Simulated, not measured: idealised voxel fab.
voxel double patterning: a process module
FYI the section here is cut, 225 nm wide, cells are 5 nm squares.
This document writes a cross-section as a grid whose cells are square, and gives it as bands, listed from the top down; one or more rows of cells form a band.
Heights first: top, then bottom, in nm. Then materials, left to right, each with a width in nm. "throughout" on a single material: fills the band edge to edge. "air": empty space.
It should be noted that heights are counted from 0, beneath which the wafer as supplied is of one material throughout, and that the lowest band possesses no lower boundary but continues downward, as written in "0 nm and below".
Think of "30 to 40" as a width that walks from the first number to the second as you go down the band, top row to bottom row, taking equal-sized steps from row to row.
Basically "remained the same" means that step didn't change any cell in the cross-section.
Heads up: "Enclosed void catalog" only lists the empty pockets with no open path to the top that are 8 cells or more, and it writes them as width x height at distance, distance from the left edge, in nm.
Read whatever lies past the settings on a step's line as the simulator's own remark about the step.
Steps that use a mask can have "overlay nm" on their line. It says how far the mask sat to the right of where it was meant to be. Negative means to the left.

Process steps foreseen in the plan:
step 1: RECEIVE (material Si)
step 2: CONFORMAL_DEP (material SiN; thk nm 5)
step 3: DIRECTIONAL_DEP (material SiO2; thk nm 15)
step 4: DIRECTIONAL_DEP (material SiCN; thk nm 10)
step 5: PATTERN (tone open; mask id FIRST; material resist; width nm 15; pitch nm 50; thk nm 15; overlay nm 0)
step 6: DIRECTIONAL_ETCH (etch materials SiCN; depth nm 10)
step 7: STRIP (etch materials resist)
step 8: MASKED_ETCH (tone open; mask id SECOND; width nm 15; pitch nm 50; etch materials SiCN; depth nm 10; overlay nm 0)
step 9: DIRECTIONAL_ETCH (etch materials SiO2; depth nm 15)
step 10: STRIP (etch materials SiCN)

Cross-section, incoming material, after step 1:
- 0 nm and below: Si throughout
- Enclosed void catalog: none

Cross-section at module end, one run error; start and plan unchanged from above:
- 35 nm to 20 nm: SiO2 55, then air 15, then SiO2 10, then air 15, then SiO2 10, then air 15, then SiO2 10, then air 15, then SiO2 10, then air 15, then SiO2 55
- 20 nm to 5 nm: SiO2 throughout
- 5 nm to 0 nm: SiN throughout
- 0 nm and below: Si throughout
- Enclosed void catalog: none
The plan and the run diverged here: in the plan, step 3 was performed twice
